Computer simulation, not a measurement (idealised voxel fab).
Process module heading - voxel ribs on slabs
Cross-section cut spans 165 nm and uses square cells 5 nm in size.
Format of a cross-section: grid, square cells. Given as bands. Order: top down. Band: one or more rows of cells. Band entry format. Leading values: height of top, height of bottom, nm. Remainder: materials in left-to-right order, each with its width in nm. Special words: "all across" on a single material, which then fills the band edge to edge; "empty", empty space. For the purposes of this specification, 0 denotes the height below which the wafer in its as-received condition is composed wholly of one material, and the lowermost band, lacking a lower limit, extends downward without end, as expressed in "0 nm and below". The expression "30->40" gives the width at the extremes of the band, the first number at its top row of cells and the second at its bottom row, with the width changing by equal amounts from each row to the next in between. Step marked "no modification"? Then no cell in the cross-section changed in it. The label "Closed voids list" introduces a list of the empty spaces, 8 cells or larger, that have no open way up to the top; each entry in it reads width x height at distance, where the distance is taken from the left edge and all three are stated in nm. That trailing text on a step's line, after the settings, is the simulator's own remark on the step. "overlay nm" answers the question of how far to the right of plan the mask lay on a step that has a mask, and when it is negative the answer is to the left.

## Planned step list for the process
1: RECEIVE, material Si
2: DIRECTIONAL_DEP, material SiO2, thk nm 30
3: DIRECTIONAL_DEP, material polySi, thk nm 20
4: MASKED_ETCH, tone cover, mask id RIB, width nm 30, etch materials polySi, depth nm 15, overlay nm 0
5: MASKED_ETCH, tone cover, mask id SLAB, width nm 70, etch materials polySi, depth nm 5, overlay nm 0
6: FILL_DEP, material SiO2, thk nm 20
7: CMP, height nm 60
8: DIRECTIONAL_DEP, material W, thk nm 5
9: PATTERN, tone cover, mask id HEATER, material resist, width nm 40, thk nm 20, overlay nm -15
10: DIRECTIONAL_ETCH, etch materials W, depth nm 5
11: STRIP, etch materials resist
12: CONFORMAL_DEP, material SiO2, thk nm 5
For clarity, it should be stated that the wafers under discussion commence in an identical condition and differ with respect to the overlay nm of step 9, the plan indicating the value that the first wafer had.

## Here's the first of the wafers in cross-section, just as we got it, i.e. after step 1
	0 nm and below = Si all across
	Closed voids list: none

## First wafer of several, cross-section, module end, after step 12 (last)
	70 nm to 65 nm = 40 of empty / 50 of SiO2 / 75 of empty
	65 nm to 60 nm = 45 of SiO2 / 40 of W / 80 of SiO2
	60 nm to 50 nm = SiO2 all across
	50 nm to 35 nm = 65 of SiO2 / 30 of polySi / 70 of SiO2
	35 nm to 30 nm = 45 of SiO2 / 70 of polySi / 50 of SiO2
	30 nm to 0 nm = SiO2 all across
	0 nm and below = Si all across
	Closed voids list: none

## Here we cross-sectioned the last of the wafers once the module was done
	70 nm to 65 nm = 70 of empty / 50 of SiO2 / 45 of empty
	65 nm to 60 nm = 75 of SiO2 / 40 of W / 50 of SiO2
	60 nm to 50 nm = SiO2 all across
	50 nm to 35 nm = 65 of SiO2 / 30 of polySi / 70 of SiO2
	35 nm to 30 nm = 45 of SiO2 / 70 of polySi / 50 of SiO2
	30 nm to 0 nm = SiO2 all across
	0 nm and below = Si all across
	Closed voids list: none

## Every row in this table is a wafer at the end of the module, and it gives, for each of the materials, the cells that wafer has gained (+) or lost (-) since it was received, then its closed voids
overlay nm -15, +399 SiO2, +8 W, +32 polySi, Closed voids list: none
overlay nm -10, +399 SiO2, +8 W, +32 polySi, Closed voids list: none
overlay nm -5, +399 SiO2, +8 W, +32 polySi, Closed voids list: none
overlay nm 0, +399 SiO2, +8 W, +32 polySi, Closed voids list: none
overlay nm 5, +399 SiO2, +8 W, +32 polySi, Closed voids list: none
overlay nm 10, +399 SiO2, +8 W, +32 polySi, Closed voids list: none
overlay nm 15, +399 SiO2, +8 W, +32 polySi, Closed voids list: none
